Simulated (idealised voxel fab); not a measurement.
process module | voxel lift off
cross-section cut | 250 nm wide | cells 5 nm
A cross-section is a grid of square cells, given in bands from the top down. A band is one or more rows of cells.
Each band's line starts with the height of the band's top and of its bottom, in nm. Then come its materials from left to right, each with its width in nm. One material with "throughout" fills the band from edge to edge. "air" is empty space.
Height 0 is the level under which the wafer as received is all one material. The lowest band goes on downwards, as in "0 down".
A width such as "30 to 40" changes by the same amount from each row of cells to the next, from the band's top row to its bottom row.
"no change" after a step means that no cell of the cross-section changed.
closed voids: empty space of 8 cells or more with no open way to the top, each as width x height at its distance from the left edge, in nm
after a step's settings: what the simulator itself notes on the step
overlay nm, on a step with a mask: how far to the right of its planned place the mask lay; to the left if negative
plan
1 op RECEIVE | material Si
2 op CONFORMAL_DEP | material SiO2 | thk nm 10
3 op PATTERN | tone open | mask id LINES | material resist | width nm 15 | pitch nm 40 | thk nm 25 | overlay nm 0
4 op DIRECTIONAL_DEP | material Ru | thk nm 15
5 op STRIP | etch materials resist
6 op CONFORMAL_DEP | material SiO2 | thk nm 5
as received, after step 1
  0 down: Si throughout
  closed voids: none
first wafer at the end, as planned
  30 to 25: air 50 | SiO2 25 | air 15 | SiO2 25 | air 15 | SiO2 25 | air 15 | SiO2 25 | air 55
  25 to 15: air 50 | SiO2 5 | Ru 15 | SiO2 5 | air 15 | SiO2 5 | Ru 15 | SiO2 5 | air 15 | SiO2 5 | Ru 15 | SiO2 5 | air 15 | SiO2 5 | Ru 15 | SiO2 5 | air 55
  15 to 10: SiO2 55 | Ru 15 | SiO2 25 | Ru 15 | SiO2 25 | Ru 15 | SiO2 25 | Ru 15 | SiO2 60
  10 to 0: SiO2 throughout
  0 down: Si throughout
  closed voids: none
second wafer at the end: like start, like plan, one mistake
  30 to 25: SiO2 60 | air 5 | SiO2 35 | air 5 | SiO2 35 | air 5 | SiO2 35 | air 5 | SiO2 65
  25 to 15: Ru 55 | SiO2 5 | air 5 | SiO2 5 | Ru 25 | SiO2 5 | air 5 | SiO2 5 | Ru 25 | SiO2 5 | air 5 | SiO2 5 | Ru 25 | SiO2 5 | air 5 | SiO2 5 | Ru 60
  15 to 10: Ru 55 | SiO2 15 | Ru 25 | SiO2 15 | Ru 25 | SiO2 15 | Ru 25 | SiO2 15 | Ru 60
  10 to 0: SiO2 throughout
  0 down: Si throughout
  closed voids: none
what went wrong: step 3 ran as: op PATTERN | tone cover | mask id LINES | material resist | width nm 15 | pitch nm 40 | thk nm 25 | overlay nm 0
at the end the second wafer has, in cells: 78 more of Ru
